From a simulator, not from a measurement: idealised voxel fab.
Documented hereafter: the process module known as voxel self aligned vias.
cross-section cut | 240 nm wide | cells 5 nm
In this document a cross-section is written as a grid of square cells. It is given as a series of bands, listed from the top down, and a band is one or more rows of cells.
What a band's entry tells you: where the top is and where the bottom is, as heights in nm, and after that what lies inside, material by material from left to right, each with its width in nm. Empty space is written as the word "air", and a single material marked with the word "throughout" occupies the band from edge to edge.
Heights are expressed relative to 0, this being the level below which the as-received wafer comprises one material exclusively. The lowest band is unbounded in the downward direction and is denoted as in "0 -> down".
The width entry "30..40" should be interpreted row by row: the top row of cells in the band takes the first number, the bottom row takes the second number, and the change between adjacent rows is uniform throughout.
It should be understood that the words "left unchanged", when stated for a given step, signify that the cross-section underwent no change in any of its cells during that step.
"Enclosed cavity list" specifies each empty space that is not open to the top and that occupies no fewer than 8 cells, using the form width x height at distance, the distance measured from the left edge and all three quantities in nm.
Step line, after settings: the simulator's comment on this step.
For masked steps, "overlay nm" on the step line gives how far right of plan the mask actually lay; a minus sign means it lay to the left.

### Listed below are the process steps as planned
1) RECEIVE | material Si
2) CONFORMAL_DEP | material SiO2 | thk nm 10
3) CONFORMAL_DEP | material SiCN | thk nm 5
4) DIRECTIONAL_DEP | material lowk | thk nm 25
5) PATTERN | tone open | mask id LINES | material resist | width nm 25 | pitch nm 60 | thk nm 20 | overlay nm 0
6) DIRECTIONAL_ETCH | etch materials lowk | depth nm 25
7) STRIP | etch materials resist
8) CONFORMAL_DEP | material TiN | thk nm 5
9) FILL_DEP | material W | thk nm 5
10) CMP | height nm 40
11) SELECTIVE_ETCH | etch materials W Ru TiN | depth nm 10
12) FILL_DEP | material SiN | thk nm 10
13) CMP | height nm 40
14) DIRECTIONAL_DEP | material lowk | thk nm 20
15) DIRECTIONAL_DEP | material aC | thk nm 10
16) PATTERN | tone open | mask id VIAS | material resist | width nm 45 | pitch nm 120 | thk nm 30 | overlay nm 0
17) DIRECTIONAL_ETCH | etch materials aC | depth nm 10
18) STRIP | etch materials resist
19) DIRECTIONAL_ETCH | etch materials lowk | depth nm 20
20) DIRECTIONAL_ETCH | etch materials SiN | depth nm 10
21) STRIP | etch materials aC
22) CONFORMAL_DEP | material TiN | thk nm 5
23) FILL_DEP | material Cu | thk nm 5
24) CMP | height nm 60
25) CONFORMAL_DEP | material SiN | thk nm 5

### Account of the first of two wafers, which was processed as intended

### Incoming wafer, cross-sectional view, post step 1
    0 -> down | Si throughout
    Enclosed cavity list: none

### Cross-section of the wafer subsequent to step 2
    10 -> 0 | SiO2 throughout
    Under 0: no change, same as before.

### Cross-section of the wafer subsequent to step 3
    15 -> 10 | SiCN throughout
    Under 10: no change, same as before.

### Cross-section of the wafer subsequent to step 4
    40 -> 15 | lowk throughout
    Under 15: no change, same as before.

### Cross-section of the wafer subsequent to step 5
    60 -> 40 | resist 45; air 25; resist 35; air 25; resist 35; air 25; resist 50
    Under 40: no change, same as before.

### Cross-section of the wafer subsequent to step 6
    60 -> 40 | resist 45; air 25; resist 35; air 25; resist 35; air 25; resist 50
    40 -> 15 | lowk 45; air 25; lowk 35; air 25; lowk 35; air 25; lowk 50
    Under 15: no change, same as before.

### Cross-section of the wafer subsequent to step 7
    40 -> 15 | lowk 45; air 25; lowk 35; air 25; lowk 35; air 25; lowk 50
    Under 15: no change, same as before.

### Cross-section of the wafer subsequent to step 8
    45 -> 40 | TiN 50; air 15; TiN 45; air 15; TiN 45; air 15; TiN 55
    40 -> 20 | lowk 45; TiN 5; air 15; TiN 5; lowk 35; TiN 5; air 15; TiN 5; lowk 35; TiN 5; air 15; TiN 5; lowk 50
    20 -> 15 | lowk 45; TiN 25; lowk 35; TiN 25; lowk 35; TiN 25; lowk 50
    Under 15: no change, same as before.

### Cross-section of the wafer subsequent to step 9
    50 -> 45 | W throughout
    45 -> 40 | TiN 50; W 15; TiN 45; W 15; TiN 45; W 15; TiN 55
    40 -> 20 | lowk 45; TiN 5; W 15; TiN 5; lowk 35; TiN 5; W 15; TiN 5; lowk 35; TiN 5; W 15; TiN 5; lowk 50
    Under 20: no change, same as before.

### Cross-section of the wafer subsequent to step 10
    40 -> 20 | lowk 45; TiN 5; W 15; TiN 5; lowk 35; TiN 5; W 15; TiN 5; lowk 35; TiN 5; W 15; TiN 5; lowk 50
    Under 20: no change, same as before.

### Cross-section of the wafer subsequent to step 11
    40 -> 30 | lowk 45; air 25; lowk 35; air 25; lowk 35; air 25; lowk 50
    Under 30: no change, same as before.

### Cross-section of the wafer subsequent to step 12
    50 -> 40 | SiN throughout
    40 -> 30 | lowk 45; SiN 25; lowk 35; SiN 25; lowk 35; SiN 25; lowk 50
    Under 30: no change, same as before.

### Cross-section of the wafer subsequent to step 13
    40 -> 30 | lowk 45; SiN 25; lowk 35; SiN 25; lowk 35; SiN 25; lowk 50
    Under 30: no change, same as before.

### Cross-section of the wafer subsequent to step 14
    60 -> 40 | lowk throughout
    Under 40: no change, same as before.

### Cross-section of the wafer subsequent to step 15
    70 -> 60 | aC throughout
    Under 60: no change, same as before.

### Cross-section of the wafer subsequent to step 16
    100 -> 70 | resist 35; air 45; resist 75; air 45; resist 40
    Under 70: no change, same as before.

### Cross-section of the wafer subsequent to step 17
    90 -> 70 | resist 35; air 45; resist 75; air 45; resist 40
    70 -> 60 | aC 35; air 45; aC 75; air 45; aC 40
    Under 60: no change, same as before.

### Cross-section of the wafer subsequent to step 18
    70 -> 60 | aC 35; air 45; aC 75; air 45; aC 40
    Under 60: no change, same as before.

### Cross-section of the wafer subsequent to step 19
    70 -> 60 | aC 35; air 45; aC 75; air 45; aC 40
    60 -> 40 | lowk 35; air 45; lowk 75; air 45; lowk 40
    Under 40: no change, same as before.

### Cross-section of the wafer subsequent to step 20
    70 -> 60 | aC 35; air 45; aC 75; air 45; aC 40
    60 -> 40 | lowk 35; air 45; lowk 75; air 45; lowk 40
    40 -> 30 | lowk 45; air 25; lowk 35; SiN 25; lowk 35; air 25; lowk 50
    Under 30: no change, same as before.

### Cross-section of the wafer subsequent to step 21
    60 -> 40 | lowk 35; air 45; lowk 75; air 45; lowk 40
    Under 40: no change, same as before.

### Cross-section of the wafer subsequent to step 22
    65 -> 60 | TiN 40; air 35; TiN 85; air 35; TiN 45
    60 -> 45 | lowk 35; TiN 5; air 35; TiN 5; lowk 75; TiN 5; air 35; TiN 5; lowk 40
    45 -> 40 | lowk 35; TiN 15; air 15; TiN 15; lowk 75; TiN 15; air 15; TiN 15; lowk 40
    40 -> 35 | lowk 45; TiN 5; air 15; TiN 5; lowk 35; SiN 25; lowk 35; TiN 5; air 15; TiN 5; lowk 50
    35 -> 30 | lowk 45; TiN 25; lowk 35; SiN 25; lowk 35; TiN 25; lowk 50
    Under 30: no change, same as before.

### Cross-section of the wafer subsequent to step 23
    70 -> 65 | Cu throughout
    65 -> 60 | TiN 40; Cu 35; TiN 85; Cu 35; TiN 45
    60 -> 45 | lowk 35; TiN 5; Cu 35; TiN 5; lowk 75; TiN 5; Cu 35; TiN 5; lowk 40
    45 -> 40 | lowk 35; TiN 15; Cu 15; TiN 15; lowk 75; TiN 15; Cu 15; TiN 15; lowk 40
    40 -> 35 | lowk 45; TiN 5; Cu 15; TiN 5; lowk 35; SiN 25; lowk 35; TiN 5; Cu 15; TiN 5; lowk 50
    Under 35: no change, same as before.

### Cross-section of the wafer subsequent to step 24
    60 -> 45 | lowk 35; TiN 5; Cu 35; TiN 5; lowk 75; TiN 5; Cu 35; TiN 5; lowk 40
    Under 45: no change, same as before.

### Cross-section of the wafer subsequent to step 25
    65 -> 60 | SiN throughout
    Under 60: no change, same as before.

### Second Wafer (Identical Start and Plan, One Processing Error; Matches First Wafer Through Step 8)

### Here is the second wafer in cross-section at the point where step 9 of the plan should have been done
    50 -> 45 | aC throughout
    45 -> 40 | TiN 50; aC 15; TiN 45; aC 15; TiN 45; aC 15; TiN 55
    40 -> 20 | lowk 45; TiN 5; aC 15; TiN 5; lowk 35; TiN 5; aC 15; TiN 5; lowk 35; TiN 5; aC 15; TiN 5; lowk 50
    Under 20: no change, same as before.

### Here is the second wafer in cross-section at the point where step 10 of the plan should have been done
    40 -> 20 | lowk 45; TiN 5; aC 15; TiN 5; lowk 35; TiN 5; aC 15; TiN 5; lowk 35; TiN 5; aC 15; TiN 5; lowk 50
    Under 20: no change, same as before.

### Here is the second wafer in cross-section at the point where step 11 of the plan should have been done
    40 -> 30 | lowk 45; air 5; aC 15; air 5; lowk 35; air 5; aC 15; air 5; lowk 35; air 5; aC 15; air 5; lowk 50
    Under 30: no change, same as before.

### Here is the second wafer in cross-section at the point where step 12 of the plan should have been done
    50 -> 40 | SiN throughout
    40 -> 30 | lowk 45; SiN 5; aC 15; SiN 5; lowk 35; SiN 5; aC 15; SiN 5; lowk 35; SiN 5; aC 15; SiN 5; lowk 50
    Under 30: no change, same as before.

### Here is the second wafer in cross-section at the point where step 13 of the plan should have been done
    40 -> 30 | lowk 45; SiN 5; aC 15; SiN 5; lowk 35; SiN 5; aC 15; SiN 5; lowk 35; SiN 5; aC 15; SiN 5; lowk 50
    Under 30: no change, same as before.

### Here is the second wafer in cross-section at the point where step 14 of the plan should have been done
    60 -> 40 | lowk throughout
    Under 40: no change, same as before.

### Here is the second wafer in cross-section at the point where step 15 of the plan should have been done
    70 -> 60 | aC throughout
    Under 60: no change, same as before.

### Here is the second wafer in cross-section at the point where step 16 of the plan should have been done
    100 -> 70 | resist 35; air 45; resist 75; air 45; resist 40
    Under 70: no change, same as before.

### Here is the second wafer in cross-section at the point where step 17 of the plan should have been done
    90 -> 70 | resist 35; air 45; resist 75; air 45; resist 40
    70 -> 60 | aC 35; air 45; aC 75; air 45; aC 40
    Under 60: no change, same as before.

### Here is the second wafer in cross-section at the point where step 18 of the plan should have been done
    70 -> 60 | aC 35; air 45; aC 75; air 45; aC 40
    Under 60: no change, same as before.

### Here is the second wafer in cross-section at the point where step 19 of the plan should have been done
    70 -> 60 | aC 35; air 45; aC 75; air 45; aC 40
    60 -> 40 | lowk 35; air 45; lowk 75; air 45; lowk 40
    Under 40: no change, same as before.

### Here is the second wafer in cross-section at the point where step 20 of the plan should have been done
    70 -> 60 | aC 35; air 45; aC 75; air 45; aC 40
    60 -> 40 | lowk 35; air 45; lowk 75; air 45; lowk 40
    40 -> 30 | lowk 45; air 5; aC 15; air 5; lowk 35; SiN 5; aC 15; SiN 5; lowk 35; air 5; aC 15; air 5; lowk 50
    Under 30: no change, same as before.

### Here is the second wafer in cross-section at the point where step 21 of the plan should have been done
    60 -> 40 | lowk 35; air 45; lowk 75; air 45; lowk 40
    40 -> 30 | lowk 45; air 25; lowk 35; SiN 5; aC 15; SiN 5; lowk 35; air 25; lowk 50
    30 -> 20 | lowk 45; TiN 5; air 15; TiN 5; lowk 35; TiN 5; aC 15; TiN 5; lowk 35; TiN 5; air 15; TiN 5; lowk 50
    Under 20: no change, same as before.

### Here is the second wafer in cross-section at the point where step 22 of the plan should have been done
    65 -> 60 | TiN 40; air 35; TiN 85; air 35; TiN 45
    60 -> 45 | lowk 35; TiN 5; air 35; TiN 5; lowk 75; TiN 5; air 35; TiN 5; lowk 40
    45 -> 40 | lowk 35; TiN 15; air 15; TiN 15; lowk 75; TiN 15; air 15; TiN 15; lowk 40
    40 -> 30 | lowk 45; TiN 5..10; air 15..5; TiN 5..10; lowk 35; SiN 5; aC 15; SiN 5; lowk 35; TiN 5..10; air 15..5; TiN 5..10; lowk 50
    30 -> 25 | lowk 45; TiN 10; air 5; TiN 10; lowk 35; TiN 5; aC 15; TiN 5; lowk 35; TiN 10; air 5; TiN 10; lowk 50
    25 -> 20 | lowk 45; TiN 25; lowk 35; TiN 5; aC 15; TiN 5; lowk 35; TiN 25; lowk 50
    Under 20: no change, same as before.

### Here is the second wafer in cross-section at the point where step 23 of the plan should have been done
    70 -> 65 | Cu throughout
    65 -> 60 | TiN 40; Cu 35; TiN 85; Cu 35; TiN 45
    60 -> 45 | lowk 35; TiN 5; Cu 35; TiN 5; lowk 75; TiN 5; Cu 35; TiN 5; lowk 40
    45 -> 40 | lowk 35; TiN 15; Cu 15; TiN 15; lowk 75; TiN 15; Cu 15; TiN 15; lowk 40
    40 -> 30 | lowk 45; TiN 5..10; Cu 15..5; TiN 5..10; lowk 35; SiN 5; aC 15; SiN 5; lowk 35; TiN 5..10; Cu 15..5; TiN 5..10; lowk 50
    30 -> 25 | lowk 45; TiN 10; Cu 5; TiN 10; lowk 35; TiN 5; aC 15; TiN 5; lowk 35; TiN 10; Cu 5; TiN 10; lowk 50
    Under 25: no change, same as before.

### Here is the second wafer in cross-section at the point where step 24 of the plan should have been done
    60 -> 45 | lowk 35; TiN 5; Cu 35; TiN 5; lowk 75; TiN 5; Cu 35; TiN 5; lowk 40
    Under 45: no change, same as before.

### Here is the second wafer in cross-section at the point where step 25 of the plan should have been done
    65 -> 60 | SiN throughout
    Under 60: no change, same as before.
Finding, execution versus plan: off-plan run, step 9, actual operation and settings FILL_DEP | material aC | thk nm 5
Final difference in cells, second wafer against first, listed per material as more or fewer: +4 Cu | -6 SiN | +8 TiN | -18 W | +12 aC
